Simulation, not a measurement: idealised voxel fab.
Herein follows the process module entitled voxel wiring stack.
This is section cut - it's 170 nm across, gridded in 5 nm square cells.
For the purposes of this document, a cross-section shall be understood as a grid of square cells, specified as bands listed in top-to-bottom order, each band consisting of one or more rows of cells.
It is stipulated that each band's entry specify, in nanometres, the height of the top of the band and then that of its bottom, followed by the materials of the band in left-to-right sequence, each together with its width in nanometres. A single material marked by the word "all across" is understood to fill the band from edge to edge; the word "air" is understood to denote empty space.
Where do heights start? At 0: under that level the wafer as delivered is made of one material only. And the lowest band has no floor; it just carries on downward, as in "0 down".
You'd read "30->40" like this: the band's top row of cells is as wide as the first number, its bottom row is as wide as the second, and going down, every row changes width by the same amount as the row before did.
Key: "nothing altered" - step with no changed cell in the cross-section.
Enclosed voids (no open way to top), threshold 8 cells or more, entry "Encapsulated voids", notation width x height at distance, distance from left edge, nm.
Heads up: the bit after the settings on a step's line is the simulator's remark on that step.
overlay nm: for a step with a mask, the amount by which the mask lay right of where it was planned; a negative amount means left of it.
**The steps planned for the process are as follows**
1. op RECEIVE | material Si
2. op CONFORMAL_DEP | material SiO2 | thk nm 15
3. op DIRECTIONAL_DEP | material TiN | thk nm 5
4. op DIRECTIONAL_DEP | material W | thk nm 20
5. op PATTERN | tone cover | mask id METAL_1 | material resist | width nm 20 | pitch nm 45 | thk nm 20 | overlay nm 0
6. op DIRECTIONAL_ETCH | etch materials W | depth nm 20
7. op DIRECTIONAL_ETCH | etch materials TiN | depth nm 5
8. op STRIP | etch materials resist
9. op CONFORMAL_DEP | material SiCN | thk nm 5
10. op FILL_DEP | material lowk | thk nm 10
11. op CMP | height nm 40
12. op CONFORMAL_DEP | material SiCN | thk nm 5
13. op DIRECTIONAL_DEP | material lowk | thk nm 10
14. op DIRECTIONAL_DEP | material aC | thk nm 10
15. op PATTERN | tone open | mask id PLUG_1 | material resist | width nm 15 | pitch nm 45 | thk nm 30 | overlay nm 0
16. op DIRECTIONAL_ETCH | etch materials aC | depth nm 10
17. op STRIP | etch materials resist
18. op DIRECTIONAL_ETCH | etch materials lowk | depth nm 10
19. op DIRECTIONAL_ETCH | etch materials SiCN | depth nm 5
20. op STRIP | etch materials aC
21. op EPI | material Ru | thk nm 10
22. op EPI | material Ru | thk nm 5
23. op CONFORMAL_DEP | material SiCN | thk nm 5
24. op DIRECTIONAL_DEP | material SiO2 | thk nm 25
25. op DIRECTIONAL_DEP | material aC | thk nm 15
26. op PATTERN | tone open | mask id METAL_2 | material resist | width nm 20 | pitch nm 45 | thk nm 30 | overlay nm 0
27. op DIRECTIONAL_ETCH | etch materials aC | depth nm 15
28. op STRIP | etch materials resist
29. op DIRECTIONAL_ETCH | etch materials SiO2 | depth nm 25
30. op DIRECTIONAL_ETCH | etch materials SiCN | depth nm 5
31. op STRIP | etch materials aC
32. op CONFORMAL_DEP | material TiN | thk nm 5
33. op FILL_DEP | material Cu | thk nm 10
34. op CMP | height nm 85
35. op CONFORMAL_DEP | material SiCN | thk nm 5
36. op DIRECTIONAL_DEP | material SiO2 | thk nm 30
37. op MASKED_ETCH | tone open | mask id METAL_3_HOLES | width nm 15 | pitch nm 45 | etch materials SiO2 | depth nm 30 | overlay nm 0
38. op MASKED_ETCH | tone open | mask id METAL_3 | width nm 20 | pitch nm 45 | etch materials SiO2 | depth nm 20 | overlay nm 0
39. op MASKED_ETCH | tone open | mask id METAL_3 | width nm 20 | pitch nm 45 | etch materials SiCN | depth nm 5 | overlay nm 0
40. op CONFORMAL_DEP | material TiN | thk nm 5
41. op FILL_DEP | material Ru | thk nm 5
42. op CMP | height nm 120
43. op CONFORMAL_DEP | material SiCN | thk nm 5
44. op DIRECTIONAL_DEP | material SiO2 | thk nm 30
45. op MASKED_ETCH | tone open | mask id METAL_4_HOLES | width nm 15 | pitch nm 90 | etch materials SiO2 | depth nm 30 | overlay nm 0
46. op MASKED_ETCH | tone open | mask id METAL_4 | width nm 20 | pitch nm 45 | etch materials SiO2 | depth nm 20 | overlay nm 0
47. op MASKED_ETCH | tone open | mask id METAL_4 | width nm 20 | pitch nm 45 | etch materials SiCN | depth nm 5 | overlay nm 0
48. op CONFORMAL_DEP | material TiN | thk nm 5
49. op FILL_DEP | material Ru | thk nm 5
50. op CMP | height nm 155
51. op CONFORMAL_DEP | material SiN | thk nm 5
**Delivered wafer in cross-section: state after step 1**
> 0 down: Si all across
> Encapsulated voids: none
**First of two wafers, end-of-module section, run followed plan**
> 160 to 155: SiN all across
> 155 to 140: 30 nm SiO2  5 nm TiN  10 nm Ru  5 nm TiN  25 nm SiO2  5 nm TiN  10 nm Ru  5 nm TiN  25 nm SiO2  5 nm TiN  10 nm Ru  5 nm TiN  30 nm SiO2
> 140 to 135: 30 nm SiO2  5 nm TiN  5 nm Ru  10 nm TiN  25 nm SiO2  20 nm TiN  25 nm SiO2  5 nm TiN  5 nm Ru  10 nm TiN  30 nm SiO2
> 135 to 125: 30 nm SiO2  5 nm TiN  5 nm Ru  5 nm TiN  75 nm SiO2  5 nm TiN  5 nm Ru  5 nm TiN  35 nm SiO2
> 125 to 120: 30 nm SiCN  15 nm TiN  75 nm SiCN  15 nm TiN  35 nm SiCN
> 120 to 105: 30 nm SiO2  5 nm TiN  10 nm Ru  5 nm TiN  25 nm SiO2  5 nm TiN  10 nm Ru  5 nm TiN  25 nm SiO2  5 nm TiN  10 nm Ru  5 nm TiN  30 nm SiO2
> 105 to 100: 30 nm SiO2  5 nm TiN  5 nm Ru  10 nm TiN  25 nm SiO2  5 nm TiN  5 nm Ru  10 nm TiN  25 nm SiO2  5 nm TiN  5 nm Ru  10 nm TiN  30 nm SiO2
> 100 to 90: 30 nm SiO2  5 nm TiN  5 nm Ru  5 nm TiN  30 nm SiO2  5 nm TiN  5 nm Ru  5 nm TiN  30 nm SiO2  5 nm TiN  5 nm Ru  5 nm TiN  35 nm SiO2
> 90 to 85: 30 nm SiCN  15 nm TiN  30 nm SiCN  15 nm TiN  30 nm SiCN  15 nm TiN  35 nm SiCN
> 85 to 60: 30 nm SiO2  5 nm TiN  10 nm Cu  5 nm TiN  25 nm SiO2  5 nm TiN  10 nm Cu  5 nm TiN  25 nm SiO2  5 nm TiN  10 nm Cu  5 nm TiN  30 nm SiO2
> 60 to 55: 30 nm SiCN  20 nm TiN  25 nm SiCN  20 nm TiN  25 nm SiCN  20 nm TiN  30 nm SiCN
> 55 to 45: 30 nm lowk  15 nm Ru  30 nm lowk  15 nm Ru  30 nm lowk  15 nm Ru  35 nm lowk
> 45 to 40: 30 nm SiCN  15 nm Ru  30 nm SiCN  15 nm Ru  30 nm SiCN  15 nm Ru  35 nm SiCN
> 40 to 20: 25 nm lowk  5 nm SiCN  20 nm W  5 nm SiCN  15 nm lowk  5 nm SiCN  20 nm W  5 nm SiCN  15 nm lowk  5 nm SiCN  20 nm W  5 nm SiCN  25 nm lowk
> 20 to 15: 30 nm SiCN  20 nm TiN  25 nm SiCN  20 nm TiN  25 nm SiCN  20 nm TiN  30 nm SiCN
> 15 to 0: SiO2 all across
> 0 down: Si all across
> Encapsulated voids: none
**The second wafer, shown in cross-section after the module: started the same way as the first and given the same plan, yet one mistake crept into how it was run**
> 160 to 155: SiN all across
> 155 to 140: 30 nm SiO2  5 nm TiN  10 nm Ru  5 nm TiN  25 nm SiO2  5 nm TiN  10 nm Ru  5 nm TiN  25 nm SiO2  5 nm TiN  10 nm Ru  5 nm TiN  30 nm SiO2
> 140 to 135: 30 nm SiO2  5 nm TiN  5 nm Ru  10 nm TiN  25 nm SiO2  20 nm TiN  25 nm SiO2  5 nm TiN  5 nm Ru  10 nm TiN  30 nm SiO2
> 135 to 125: 30 nm SiO2  5 nm TiN  5 nm Ru  5 nm TiN  75 nm SiO2  5 nm TiN  5 nm Ru  5 nm TiN  35 nm SiO2
> 125 to 120: 30 nm SiCN  15 nm TiN  75 nm SiCN  15 nm TiN  35 nm SiCN
> 120 to 105: 30 nm SiO2  5 nm TiN  10 nm Ru  5 nm TiN  25 nm SiO2  5 nm TiN  10 nm Ru  5 nm TiN  25 nm SiO2  5 nm TiN  10 nm Ru  5 nm TiN  30 nm SiO2
> 105 to 100: 30 nm SiO2  5 nm TiN  5 nm Ru  10 nm TiN  25 nm SiO2  5 nm TiN  5 nm Ru  10 nm TiN  25 nm SiO2  5 nm TiN  5 nm Ru  10 nm TiN  30 nm SiO2
> 100 to 90: 30 nm SiO2  5 nm TiN  5 nm Ru  5 nm TiN  30 nm SiO2  5 nm TiN  5 nm Ru  5 nm TiN  30 nm SiO2  5 nm TiN  5 nm Ru  5 nm TiN  35 nm SiO2
> 90 to 85: 30 nm SiCN  15 nm TiN  30 nm SiCN  15 nm TiN  30 nm SiCN  15 nm TiN  35 nm SiCN
> 85 to 60: 30 nm SiO2  5 nm TiN  10 nm Cu  5 nm TiN  25 nm SiO2  5 nm TiN  10 nm Cu  5 nm TiN  25 nm SiO2  5 nm TiN  10 nm Cu  5 nm TiN  30 nm SiO2
> 60 to 55: 30 nm SiCN  20 nm TiN  25 nm SiCN  20 nm TiN  25 nm SiCN  20 nm TiN  30 nm SiCN
> 55 to 45: 40 nm lowk  15 nm Ru  30 nm lowk  15 nm Ru  30 nm lowk  15 nm Ru  25 nm lowk
> 45 to 40: 40 nm SiCN  15 nm Ru  30 nm SiCN  15 nm Ru  30 nm SiCN  15 nm Ru  25 nm SiCN
> 40 to 20: 25 nm lowk  5 nm SiCN  20 nm W  5 nm SiCN  15 nm lowk  5 nm SiCN  20 nm W  5 nm SiCN  15 nm lowk  5 nm SiCN  20 nm W  5 nm SiCN  25 nm lowk
> 20 to 15: 30 nm SiCN  20 nm TiN  25 nm SiCN  20 nm TiN  25 nm SiCN  20 nm TiN  30 nm SiCN
> 15 to 0: SiO2 all across
> 0 down: Si all across
> Encapsulated voids: none
Where did the run depart from the plan? step 15 was processed under conditions differing from the plan, specifically as op PATTERN | tone open | mask id PLUG_1 | material resist | width nm 15 | pitch nm 45 | thk nm 30 | overlay nm 10
End check, second vs first wafer: material counts in cells match, positions do not.
